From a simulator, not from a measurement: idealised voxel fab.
Documented hereafter: the process module known as voxel fin reveal.
Shown is cross-section cut, with a width of 250 nm and square cells of size 5 nm.
Square cells in a grid make up a cross-section in this document, and the grid is given as bands, listed from the top down, each one or more rows of cells. First you get the band's top height and its bottom height, in nm, and then the materials it's made of, left to right, with each width in nm. If you see a single material with "edge to edge", that one covers the band edge to edge. "empty" is empty space. The level at which height equals 0 is the one under which the wafer, as it arrives, is entirely one material. No lower edge exists for the bottom band, which continues downward and is notated as in "0 nm and below". The two numbers in a width such as "30 to 40" mark its ends across the band: the first belongs to the top row of cells, the second to the bottom row, and from each row to the next the width moves by the same amount. "no alteration" after a step means that no cell of the cross-section changed. In the "Sealed void listing" entry, you get each enclosed empty space of 8 cells or more, one with no open way to the top, written width x height at distance, distance from the left edge, in nm. Read whatever lies past the settings on a step's line as the simulator's own remark about the step. What "overlay nm" on a step's line means: if the step has a mask, that mask lay this far to the right of its planned place, or, when the value is negative, to the left.
## Planned process steps
1: RECEIVE (material Si)
2: CONFORMAL_DEP (material SiN; thk nm 5)
3: PATTERN (tone cover; mask id FINS; material resist; width nm 15; pitch nm 45; thk nm 20; overlay nm 0)
4: DIRECTIONAL_ETCH (etch materials SiN; depth nm 5)
5: DIRECTIONAL_ETCH (etch materials Si; depth nm 35)
6: STRIP (etch materials resist)
7: FILL_DEP (material SiO2; thk nm 5)
8: CMP (height nm 5)
9: SELECTIVE_ETCH (etch materials SiO2; depth nm 15)
10: STRIP (etch materials SiN)
11: CONFORMAL_DEP (material HfO2; thk nm 5)
Variable across wafers: step 11 thk nm (plan value is that of the first wafer; starting state common to all).
## As received, i.e. after step 1: cross-section through the first of several wafers
	0 nm and below: Si edge to edge
	Sealed void listing: none
## What follows is a table in which each wafer occupies a row; for the wafer as it stands at the close of the module, the row states, material by material, how many cells have been gained (+) or lost (-) since receipt, and then gives its closed voids
thk nm 5, +66 HfO2, -266 Si, +190 SiO2, Sealed void listing: none
thk nm 10, +132 HfO2, -266 Si, +190 SiO2, Sealed void listing: none
thk nm 15, +198 HfO2, -266 Si, +190 SiO2, Sealed void listing: none
thk nm 20, +252 HfO2, -266 Si, +190 SiO2, Sealed void listing: none
